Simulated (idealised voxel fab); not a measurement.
The process module that follows is named voxel plated lines.
The width of the displayed cross-section, cut, is 245 nm; its cells are square, with a size of 5 nm.
Bands, listed from the top down, are how a cross-section gets written in this document; the cross-section itself is a grid of square cells, and a band is one or more rows of them. Per band: top height and bottom height in nm, followed by the left-to-right materials and their widths in nm; "all across" marks a single material spanning edge to edge, "empty" marks empty space. Height datum 0, below which the as-received substrate wafer is one material. Lowest band open at the bottom, running downward: "top 0, no bottom". Think of "30->40" as a width that walks from the first number to the second as you go down the band, top row to bottom row, taking equal-sized steps from row to row. Where the words "same as before" appear for a step, the cross-section shows no cell changed by that step; every cell remained as before. You'll see "Enclosed void list" listing empty spaces that have no way open to the top, as long as they're 8 cells or more; the notation is width x height at distance, where the distance is from the left edge, and all of it is in nm. If you see something after the settings on a step's line, that's the simulator's own remark about that step. overlay nm: right-of-plan distance of the mask on a masked step; negative values mean left-of-plan.

-- The planned process steps are enumerated hereunder
1: RECEIVE, material Si
2: CONFORMAL_DEP, material SiO2, thk nm 10
3: DIRECTIONAL_DEP, material TiN, thk nm 5
4: PATTERN, tone open, mask id LINES, material resist, width nm 15, pitch nm 35, thk nm 25, overlay nm 0
5: EPI, material Ru, thk nm 5
6: EPI, material Ru, thk nm 10
7: STRIP, etch materials resist
8: DIRECTIONAL_ETCH, etch materials TiN, depth nm 5
9: CONFORMAL_DEP, material SiCN, thk nm 5

-- Cross-section of the wafer upon arrival, representing the state reached after step 1
top 0, no bottom: Si all across
Enclosed void list: none

-- First of two wafers: cross-section at end of module, run per plan
top 35, bottom 30: empty=90; SiCN=25; empty=10; SiCN=25; empty=95
top 30, bottom 15: empty=90; SiCN=5; Ru=15; SiCN=5; empty=10; SiCN=5; Ru=15; SiCN=5; empty=95
top 15, bottom 10: SiCN=95; TiN=15; SiCN=20; TiN=15; SiCN=100
top 10, bottom 0: SiO2 all across
top 0, no bottom: Si all across
Enclosed void list: none

-- Same start, same plan as the first wafer - but one mistake in the run. Cross-section of the second of the two at the end of the module
top 35, bottom 30: SiCN=100; empty=5; SiCN=30; empty=5; SiCN=105
top 30, bottom 15: Ru=95; SiCN=5; empty=5; SiCN=5; Ru=20; SiCN=5; empty=5; SiCN=5; Ru=100
top 15, bottom 10: TiN=95; SiCN=15; TiN=20; SiCN=15; TiN=100
top 10, bottom 0: SiO2 all across
top 0, no bottom: Si all across
Enclosed void list: none
In executing the process, a mistake was made relative to the plan: step 4 went in with a setting other than planned; the actual run was PATTERN, tone cover, mask id LINES, material resist, width nm 15, pitch nm 35, thk nm 25, overlay nm 0
Final tally in cells, some materials are higher or lower on the second wafer than on the first: +111 Ru | +37 TiN
